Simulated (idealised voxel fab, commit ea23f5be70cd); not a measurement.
The process module presented herein is designated voxel fin reveal.
Square cells of 5 nm make up the cross-section cut, whose width is 185 nm.
Notation: cross-section as square-cell grid; stated in bands, top first, going down; one or more cell rows per band. This entry defines a band. It first specifies the height of the band's top and the height of its bottom in nm, and then specifies the band's materials from left to right, stating each material with its width in nm. The word "full width" identifies a single material that fills the band from edge to edge, while the word "empty" identifies empty space. The level at which height equals 0 is the one under which the wafer, as it arrives, is entirely one material. No lower edge exists for the bottom band, which continues downward and is notated as in "0 -> down". A width such as "30 to 40" changes by the same amount from each row of cells to the next, from the band's top row to its bottom row. Where a step carries "remained unchanged", the cross-section came out of it unchanged, cell for cell. What "Voids, sealed" gives you is every empty space of 8 cells or more that is cut off from the top. Each appears as width x height at distance, with the distance taken from the left edge and width, height and distance all in nm. Post-settings text on a step line: simulator's own remark regarding the step. The optional step-line setting "overlay nm" applies to steps with a mask and quantifies how far to the right of its planned location the mask lay, a negative value indicating leftward placement.

**Process steps - plan**
1,RECEIVE with material Si
2,CONFORMAL_DEP with material SiN, thk nm 5
3,PATTERN with tone cover, mask id FINS, material resist, width nm 15, pitch nm 40, thk nm 15, overlay nm 0
4,DIRECTIONAL_ETCH with etch materials SiN, depth nm 5
5,DIRECTIONAL_ETCH with etch materials Si, depth nm 40
6,STRIP with etch materials resist
7,OXIDIZE with depth nm 5
8,FILL_DEP with material SiO2, thk nm 5
9,CMP with height nm 5
10,SELECTIVE_ETCH with etch materials SiO2, depth nm 35
11,STRIP with etch materials SiN

**As-received state of the wafer in cross-section, equivalent to post-step 1**
- 0 -> down: Si full width
- Voids, sealed: none

**First wafer of two, sectioned at end of module; run went per plan**
- 0 -> -30: empty 50 nm | Si 5 nm | empty 35 nm | Si 5 nm | empty 35 nm | Si 5 nm | empty 50 nm
- -30 -> -45: SiO2 50 nm | Si 5 nm | SiO2 35 nm | Si 5 nm | SiO2 35 nm | Si 5 nm | SiO2 50 nm
- -45 -> down: Si full width
- Voids, sealed: none

**Cross-section of the latter of the two wafers at module completion. It had an identical start and an identical plan to the former; in running it, one mistake was made**
- 0 -> -30: empty 50 nm | Si 5 nm | empty 35 nm | Si 5 nm | empty 35 nm | Si 5 nm | empty 50 nm
- -30 -> -35: SiO2 10 nm | empty 40 nm | Si 5 nm | empty 35 nm | Si 5 nm | empty 35 nm | Si 5 nm | empty 40 nm | SiO2 10 nm
- -35 -> -45: SiO2 50 nm | Si 5 nm | SiO2 35 nm | Si 5 nm | SiO2 35 nm | Si 5 nm | SiO2 50 nm
- -45 -> down: Si full width
- Voids, sealed: none
Deviation from plan: the executed order of steps 10 and 11 is the reverse of that specified in the plan, each step having taken the other's position
End of process, cell counts, second wafer against first, materials with more or fewer: SiO2: 30 fewer
